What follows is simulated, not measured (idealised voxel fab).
process module | voxel air gaps
cross-section cut | 235 nm wide | cells 5 nm
A cross-section is a grid of square cells, given in bands from the top down. A band is one or more rows of cells.
Each band's line starts with the height of the band's top and of its bottom, in nm. Then come its materials from left to right, each with its width in nm. One material with "throughout" fills the band from edge to edge. "air" is empty space.
Height 0 is the level under which the wafer as received is all one material. The lowest band goes on downwards, as in "0 down".
A width such as "30 to 40" changes by the same amount from each row of cells to the next, from the band's top row to its bottom row.
"no change" after a step means that no cell of the cross-section changed.
closed voids: empty space of 8 cells or more with no open way to the top, each as width x height at its distance from the left edge, in nm
after a step's settings: what the simulator itself notes on the step
overlay nm, on a step with a mask: how far to the right of its planned place the mask lay; to the left if negative
plan
1 op RECEIVE | material Si
2 op CONFORMAL_DEP | material SiO2 | thk nm 10
3 op CONFORMAL_DEP | material SiN | thk nm 5
4 op DIRECTIONAL_DEP | material SiO2 | thk nm 40
5 op DIRECTIONAL_DEP | material aC | thk nm 15
6 op PATTERN | tone open | mask id LINES | material resist | width nm 15 | pitch nm 45 | thk nm 30 | overlay nm 0
7 op DIRECTIONAL_ETCH | etch materials aC | depth nm 15
8 op STRIP | etch materials resist
9 op DIRECTIONAL_ETCH | etch materials SiO2 | depth nm 40
10 op STRIP | etch materials aC
11 op CONFORMAL_DEP | material TiN | thk nm 5
12 op FILL_DEP | material Ru | thk nm 10
13 op CMP | height nm 55
14 op EPI | material Ru | thk nm 10
15 op SELECTIVE_ETCH | etch materials SiO2 | depth nm 50
16 op CONFORMAL_DEP | material SiN | thk nm 5
varied across the wafers: thk nm of step 16. The plan shows the first wafer's value. All wafers start alike
first wafer as received, after step 1
  0 down: Si throughout
  closed voids: none
first wafer at the end, after step 16
  70 to 65: air 50 | SiN 135 | air 50
  65 to 55: air 50 | SiN 5 | Ru 35 | SiN 10 | Ru 35 | SiN 10 | Ru 35 | SiN 5 | air 50
  55 to 50: air 50 | SiN 15 | TiN 5 | Ru 5 | TiN 5 | SiN 30 | TiN 5 | Ru 5 | TiN 5 | SiN 30 | TiN 5 | Ru 5 | TiN 5 | SiN 15 | air 50
  50 to 20: air 60 | SiN 5 | TiN 5 | Ru 5 | TiN 5 | SiN 5 | air 20 | SiN 5 | TiN 5 | Ru 5 | TiN 5 | SiN 5 | air 20 | SiN 5 | TiN 5 | Ru 5 | TiN 5 | SiN 5 | air 60
  20 to 15: SiN 65 | TiN 15 | SiN 30 | TiN 15 | SiN 30 | TiN 15 | SiN 65
  15 to 10: SiN throughout
  10 to 0: SiO2 throughout
  0 down: Si throughout
  closed voids: 20 x 30 at 85; 20 x 30 at 130
last wafer at the end
  85 to 65: air 35 | SiN 165 | air 35
  65 to 55: air 35 | SiN 20 | Ru 35 | SiN 10 | Ru 35 | SiN 10 | Ru 35 | SiN 20 | air 35
  55 to 50: air 35 | SiN 30 | TiN 5 | Ru 5 | TiN 5 | SiN 30 | TiN 5 | Ru 5 | TiN 5 | SiN 30 | TiN 5 | Ru 5 | TiN 5 | SiN 30 | air 35
  50 to 35: air 35 | SiN 30 | TiN 5 | Ru 5 | TiN 5 | SiN 5 | air 20 | SiN 5 | TiN 5 | Ru 5 | TiN 5 | SiN 5 | air 20 | SiN 5 | TiN 5 | Ru 5 | TiN 5 | SiN 30 | air 35
  35 to 20: SiN 65 | TiN 5 | Ru 5 | TiN 5 | SiN 5 | air 20 | SiN 5 | TiN 5 | Ru 5 | TiN 5 | SiN 5 | air 20 | SiN 5 | TiN 5 | Ru 5 | TiN 5 | SiN 65
  20 to 15: SiN 65 | TiN 15 | SiN 30 | TiN 15 | SiN 30 | TiN 15 | SiN 65
  15 to 10: SiN throughout
  10 to 0: SiO2 throughout
  0 down: Si throughout
  closed voids: 20 x 30 at 85; 20 x 30 at 130
each wafer at the end: cells of each material gained (+) or lost (-) since it was received, then its closed voids
thk nm 5 | +63 Ru | +178 SiN | +94 SiO2 | +51 TiN | closed voids: 20 x 30 at 85; 20 x 30 at 130
thk nm 10 | +63 Ru | +253 SiN | +94 SiO2 | +51 TiN | closed voids: 20 x 30 at 85; 20 x 30 at 130
thk nm 15 | +63 Ru | +328 SiN | +94 SiO2 | +51 TiN | closed voids: 20 x 30 at 85; 20 x 30 at 130
thk nm 20 | +63 Ru | +403 SiN | +94 SiO2 | +51 TiN | closed voids: 20 x 30 at 85; 20 x 30 at 130
